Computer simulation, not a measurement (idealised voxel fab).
The document below concerns the process module designated voxel self aligned contacts.
Each square cell in cross-section cut measures 5 nm, and the section as a whole is 295 nm wide.
For the purposes of this document, a cross-section shall be understood as a grid of square cells, specified as bands listed in top-to-bottom order, each band consisting of one or more rows of cells.
It is stipulated that each band's entry specify, in nanometres, the height of the top of the band and then that of its bottom, followed by the materials of the band in left-to-right sequence, each together with its width in nanometres. A single material marked by the word "all across" is understood to fill the band from edge to edge; the word "air" is understood to denote empty space.
Below 0: as-received wafer, all one material; heights counted from there. Lowest band: no bottom, goes on down, written "0..down".
The expression "30 to 40" gives the width at the extremes of the band, the first number at its top row of cells and the second at its bottom row, with the width changing by equal amounts from each row to the next in between.
When a step is marked "nothing changed", none of the cells in the cross-section changed during that step.
What "Closed void catalog" gives you is every empty space of 8 cells or more that is cut off from the top. Each appears as width x height at distance, with the distance taken from the left edge and width, height and distance all in nm.
On a step's line, text after the settings is the simulator commenting on that step.
overlay nm: right-of-plan distance of the mask on a masked step; negative values mean left-of-plan.

SO HERE'S THE LINEUP OF PROCESS STEPS WE PLANNED
1,RECEIVE (material Si)
2,OXIDIZE (depth nm 5)
3,DIRECTIONAL_DEP (material polySi; thk nm 30)
4,DIRECTIONAL_DEP (material SiN; thk nm 20)
5,PATTERN (tone cover; mask id GATE; material resist; width nm 30; pitch nm 65; thk nm 15; overlay nm 0)
6,DIRECTIONAL_ETCH (etch materials SiN; depth nm 20)
7,DIRECTIONAL_ETCH (etch materials polySi; depth nm 30)
8,STRIP (etch materials resist)
9,CONFORMAL_DEP (material SiN; thk nm 5)
10,DIRECTIONAL_ETCH (etch materials SiN; depth nm 5)
11,FILL_DEP (material SiO2; thk nm 15)
12,CMP (height nm 60)
13,PATTERN (tone open; mask id CONTACT; material resist; width nm 45; thk nm 20; overlay nm 0)
14,DIRECTIONAL_ETCH (etch materials SiO2; depth nm 65)
15,STRIP (etch materials resist)
16,CONFORMAL_DEP (material TiN; thk nm 5)
17,FILL_DEP (material Ru; thk nm 10)
18,CMP (height nm 60)
19,CONFORMAL_DEP (material SiCN; thk nm 5)

BELOW: THE FIRST OF TWO WAFERS, RUN AS PLANNED

CROSS-SECTION: WAFER ON ARRIVAL = AFTER STEP 1
    0..down  Si all across
    Closed void catalog: none

STEP 2 COMPLETE: CROSS-SECTION THROUGH THE WAFER
    0..-5  SiO2 all across
    Note: structure below -5 unchanged.

STEP 3 COMPLETE: CROSS-SECTION THROUGH THE WAFER
    30..0  polySi all across
    Note: structure below 0 unchanged.

STEP 4 COMPLETE: CROSS-SECTION THROUGH THE WAFER
    50..30  SiN all across
    Note: structure below 30 unchanged.

STEP 5 COMPLETE: CROSS-SECTION THROUGH THE WAFER
    65..50  air=100, resist=30, air=35, resist=30, air=100
    Note: structure below 50 unchanged.

STEP 6 COMPLETE: CROSS-SECTION THROUGH THE WAFER
    65..50  air=100, resist=30, air=35, resist=30, air=100
    50..30  air=100, SiN=30, air=35, SiN=30, air=100
    Note: structure below 30 unchanged.

STEP 7 COMPLETE: CROSS-SECTION THROUGH THE WAFER
    65..50  air=100, resist=30, air=35, resist=30, air=100
    50..30  air=100, SiN=30, air=35, SiN=30, air=100
    30..0  air=100, polySi=30, air=35, polySi=30, air=100
    Note: structure below 0 unchanged.

STEP 8 COMPLETE: CROSS-SECTION THROUGH THE WAFER
    50..30  air=100, SiN=30, air=35, SiN=30, air=100
    Note: structure below 30 unchanged.

STEP 9 COMPLETE: CROSS-SECTION THROUGH THE WAFER
    55..30  air=95, SiN=40, air=25, SiN=40, air=95
    30..5  air=95, SiN=5, polySi=30, SiN=5, air=25, SiN=5, polySi=30, SiN=5, air=95
    5..0  SiN=100, polySi=30, SiN=35, polySi=30, SiN=100
    Note: structure below 0 unchanged.

STEP 10 COMPLETE: CROSS-SECTION THROUGH THE WAFER
    50..30  air=95, SiN=40, air=25, SiN=40, air=95
    30..0  air=95, SiN=5, polySi=30, SiN=5, air=25, SiN=5, polySi=30, SiN=5, air=95
    Note: structure below 0 unchanged.

STEP 11 COMPLETE: CROSS-SECTION THROUGH THE WAFER
    65..50  SiO2 all across
    50..30  SiO2=95, SiN=40, SiO2=25, SiN=40, SiO2=95
    30..0  SiO2=95, SiN=5, polySi=30, SiN=5, SiO2=25, SiN=5, polySi=30, SiN=5, SiO2=95
    Note: structure below 0 unchanged.

STEP 12 COMPLETE: CROSS-SECTION THROUGH THE WAFER
    60..50  SiO2 all across
    Note: structure below 50 unchanged.

STEP 13 COMPLETE: CROSS-SECTION THROUGH THE WAFER
    80..60  resist=125, air=45, resist=125
    Note: structure below 60 unchanged.

STEP 14 COMPLETE: CROSS-SECTION THROUGH THE WAFER
    80..60  resist=125, air=45, resist=125
    60..50  SiO2=125, air=45, SiO2=125
    50..30  SiO2=95, SiN=40, air=25, SiN=40, SiO2=95
    30..0  SiO2=95, SiN=5, polySi=30, SiN=5, air=25, SiN=5, polySi=30, SiN=5, SiO2=95
    0..-5  SiO2=135, air=25, SiO2=135
    Note: structure below -5 unchanged.

STEP 15 COMPLETE: CROSS-SECTION THROUGH THE WAFER
    60..50  SiO2=125, air=45, SiO2=125
    Note: structure below 50 unchanged.

STEP 16 COMPLETE: CROSS-SECTION THROUGH THE WAFER
    65..60  TiN=130, air=35, TiN=130
    60..50  SiO2=125, TiN=5 to 15, air=35 to 15, TiN=5 to 15, SiO2=125
    50..30  SiO2=95, SiN=40, TiN=5, air=15, TiN=5, SiN=40, SiO2=95
    30..0  SiO2=95, SiN=5, polySi=30, SiN=5, TiN=5, air=15, TiN=5, SiN=5, polySi=30, SiN=5, SiO2=95
    0..-5  SiO2=135, TiN=25, SiO2=135
    Note: structure below -5 unchanged.

STEP 17 COMPLETE: CROSS-SECTION THROUGH THE WAFER
    75..65  Ru all across
    65..60  TiN=130, Ru=35, TiN=130
    60..50  SiO2=125, TiN=5 to 15, Ru=35 to 15, TiN=5 to 15, SiO2=125
    50..30  SiO2=95, SiN=40, TiN=5, Ru=15, TiN=5, SiN=40, SiO2=95
    30..0  SiO2=95, SiN=5, polySi=30, SiN=5, TiN=5, Ru=15, TiN=5, SiN=5, polySi=30, SiN=5, SiO2=95
    Note: structure below 0 unchanged.

STEP 18 COMPLETE: CROSS-SECTION THROUGH THE WAFER
    60..50  SiO2=125, TiN=5 to 15, Ru=35 to 15, TiN=5 to 15, SiO2=125
    Note: structure below 50 unchanged.

STEP 19 COMPLETE: CROSS-SECTION THROUGH THE WAFER
    65..60  SiCN all across
    Note: structure below 60 unchanged.

SECOND WAFER: SAME START AND SAME PLAN AS THE FIRST, ONE EXECUTION ERROR; IDENTICAL TO THE FIRST THROUGH STEP 2

WHEN STEP 3 SHOULD HAVE ENDED
    30..0  SiCN all across
    Note: structure below 0 unchanged.

WHEN STEP 4 SHOULD HAVE ENDED
    50..30  SiN all across
    Note: structure below 30 unchanged.

WHEN STEP 5 SHOULD HAVE ENDED
    65..50  air=100, resist=30, air=35, resist=30, air=100
    Note: structure below 50 unchanged.

WHEN STEP 6 SHOULD HAVE ENDED
    65..50  air=100, resist=30, air=35, resist=30, air=100
    50..30  air=100, SiN=30, air=35, SiN=30, air=100
    Note: structure below 30 unchanged.

when step 7 should have ended: nothing changed

WHEN STEP 8 SHOULD HAVE ENDED
    50..30  air=100, SiN=30, air=35, SiN=30, air=100
    Note: structure below 30 unchanged.

WHEN STEP 9 SHOULD HAVE ENDED
    55..35  air=95, SiN=40, air=25, SiN=40, air=95
    35..30  SiN all across
    Note: structure below 30 unchanged.

WHEN STEP 10 SHOULD HAVE ENDED
    50..30  air=95, SiN=40, air=25, SiN=40, air=95
    Note: structure below 30 unchanged.

WHEN STEP 11 SHOULD HAVE ENDED
    65..50  SiO2 all across
    50..30  SiO2=95, SiN=40, SiO2=25, SiN=40, SiO2=95
    Note: structure below 30 unchanged.

WHEN STEP 12 SHOULD HAVE ENDED
    60..50  SiO2 all across
    Note: structure below 50 unchanged.

WHEN STEP 13 SHOULD HAVE ENDED
    80..60  resist=125, air=45, resist=125
    Note: structure below 60 unchanged.

WHEN STEP 14 SHOULD HAVE ENDED
    80..60  resist=125, air=45, resist=125
    60..50  SiO2=125, air=45, SiO2=125
    50..30  SiO2=95, SiN=40, air=25, SiN=40, SiO2=95
    Note: structure below 30 unchanged.

WHEN STEP 15 SHOULD HAVE ENDED
    60..50  SiO2=125, air=45, SiO2=125
    Note: structure below 50 unchanged.

WHEN STEP 16 SHOULD HAVE ENDED
    65..60  TiN=130, air=35, TiN=130
    60..50  SiO2=125, TiN=5 to 15, air=35 to 15, TiN=5 to 15, SiO2=125
    50..35  SiO2=95, SiN=40, TiN=5, air=15, TiN=5, SiN=40, SiO2=95
    35..30  SiO2=95, SiN=40, TiN=25, SiN=40, SiO2=95
    Note: structure below 30 unchanged.

WHEN STEP 17 SHOULD HAVE ENDED
    75..65  Ru all across
    65..60  TiN=130, Ru=35, TiN=130
    60..50  SiO2=125, TiN=5 to 15, Ru=35 to 15, TiN=5 to 15, SiO2=125
    50..35  SiO2=95, SiN=40, TiN=5, Ru=15, TiN=5, SiN=40, SiO2=95
    Note: structure below 35 unchanged.

WHEN STEP 18 SHOULD HAVE ENDED
    60..50  SiO2=125, TiN=5 to 15, Ru=35 to 15, TiN=5 to 15, SiO2=125
    Note: structure below 50 unchanged.

WHEN STEP 19 SHOULD HAVE ENDED
    65..60  SiCN all across
    Note: structure below 60 unchanged.
Where did the run depart from the plan? it should be noted that step 3 was executed with settings other than those planned, the operation and settings actually applied being DIRECTIONAL_DEP (material SiCN; thk nm 30)
Upon completion, the second wafer contains, in terms of cells, a greater or smaller amount of certain materials than the first wafer: -21 Ru, +354 SiCN, -24 SiN, -223 SiO2, -14 TiN, -72 polySi
